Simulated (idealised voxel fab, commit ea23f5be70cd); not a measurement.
Module name: voxel capacitor over wiring (process module)
Cross-section cut: width 245 nm, square cells of 5 nm.
Throughout this document, each cross-section is represented as a grid of square cells and is presented as a sequence of bands enumerated from the top downward, where a band comprises one or more rows of cells.
What a band's entry tells you: where the top is and where the bottom is, as heights in nm, and after that what lies inside, material by material from left to right, each with its width in nm. Empty space is written as the word "empty", and a single material marked with the word "throughout" occupies the band from edge to edge.
Beneath 0, the wafer as received is one material, and that level is where height counting begins. The lowest band goes on downward without a bottom; it is written like "0 -> down".
Read "30->40" as a graded width: first number on top, second number at the bottom, same change between each pair of neighbouring rows.
The designation "changes: none", where it is given for a processing step, indicates that no cell of the cross-section was altered in the course of that step.
"Cavities, sealed" enumerates empty spaces isolated from the top, with no open way to it, that contain at least 8 cells, giving each as width x height at distance from the left edge, all three in nm.
Where a step's line continues beyond its settings, the continuation is a remark by the simulator itself on that step.
"overlay nm" answers the question of how far to the right of plan the mask lay on a step that has a mask, and when it is negative the answer is to the left.
## The following list gives the planned process steps
- 1: RECEIVE with material Si
- 2: CONFORMAL_DEP with material SiO2, thk nm 15
- 3: CONFORMAL_DEP with material SiN, thk nm 5
- 4: DIRECTIONAL_DEP with material lowk, thk nm 25
- 5: PATTERN with tone open, mask id METAL_1, material resist, width nm 20, pitch nm 75, thk nm 20, overlay nm 0
- 6: DIRECTIONAL_ETCH with etch materials lowk, depth nm 25
- 7: DIRECTIONAL_ETCH with etch materials SiN, depth nm 5
- 8: STRIP with etch materials resist
- 9: CONFORMAL_DEP with material TiN, thk nm 5
- 10: FILL_DEP with material Cu, thk nm 5
- 11: CMP with height nm 45
- 12: CONFORMAL_DEP with material SiCN, thk nm 5
- 13: DIRECTIONAL_DEP with material lowk, thk nm 10
- 14: PATTERN with tone open, mask id PLUG_1, material resist, width nm 15, thk nm 20, overlay nm 0
- 15: DIRECTIONAL_ETCH with etch materials lowk, depth nm 10
- 16: DIRECTIONAL_ETCH with etch materials SiCN, depth nm 5
- 17: STRIP with etch materials resist
- 18: CONFORMAL_DEP with material TiN, thk nm 5
- 19: FILL_DEP with material Cu, thk nm 5
- 20: CMP with height nm 60
- 21: DIRECTIONAL_DEP with material TiN, thk nm 10
- 22: DIRECTIONAL_DEP with material HfO2, thk nm 5
- 23: DIRECTIONAL_DEP with material TiN, thk nm 10
- 24: MASKED_ETCH with tone cover, mask id UPPER_PLATE, width nm 60, etch materials TiN, depth nm 10, overlay nm 0
- 25: MASKED_ETCH with tone cover, mask id UPPER_PLATE, width nm 60, etch materials HfO2, depth nm 5, overlay nm 0
- 26: MASKED_ETCH with tone cover, mask id LOWER_PLATE, width nm 70, etch materials TiN, depth nm 10, overlay nm 0
- 27: FILL_DEP with material SiO2, thk nm 15
- 28: CMP with height nm 95
- 29: MASKED_ETCH with tone open, mask id PLUG_2, width nm 15, etch materials SiO2, depth nm 10, overlay nm 0
- 30: CONFORMAL_DEP with material TiN, thk nm 5
- 31: FILL_DEP with material Cu, thk nm 10
- 32: CMP with height nm 95
- 33: CONFORMAL_DEP with material SiCN, thk nm 5
## As received (post step 1): cross-section
* 0 -> down | Si throughout
* Cavities, sealed: none
## a wafer at the end: this start, this plan, one mistake
* 100 -> 95 | SiCN throughout
* 95 -> 90 | SiO2 90 nm / TiN 5 nm / Cu 5 nm / TiN 5 nm / SiO2 140 nm
* 90 -> 85 | SiO2 90 nm / TiN 15 nm / SiO2 140 nm
* 85 -> 75 | SiO2 80 nm / TiN 60 nm / SiO2 105 nm
* 75 -> 70 | SiO2 80 nm / HfO2 60 nm / SiO2 105 nm
* 70 -> 60 | SiO2 75 nm / TiN 70 nm / SiO2 100 nm
* 60 -> 50 | lowk 80 nm / TiN 5 nm / Cu 5 nm / TiN 5 nm / lowk 150 nm
* 50 -> 45 | SiCN 80 nm / TiN 15 nm / SiCN 150 nm
* 45 -> 35 | lowk 75 nm / TiN 5 nm / Cu 10 nm / TiN 5 nm / lowk 55 nm / TiN 5 nm / Cu 10 nm / TiN 5 nm / lowk 75 nm
* 35 -> 30 | SiN 75 nm / TiN 20 nm / SiN 55 nm / TiN 20 nm / SiN 75 nm
* 30 -> 0 | SiO2 throughout
* 0 -> down | Si throughout
* Cavities, sealed: none
Here's what went sideways: step 2, plan: ran twice
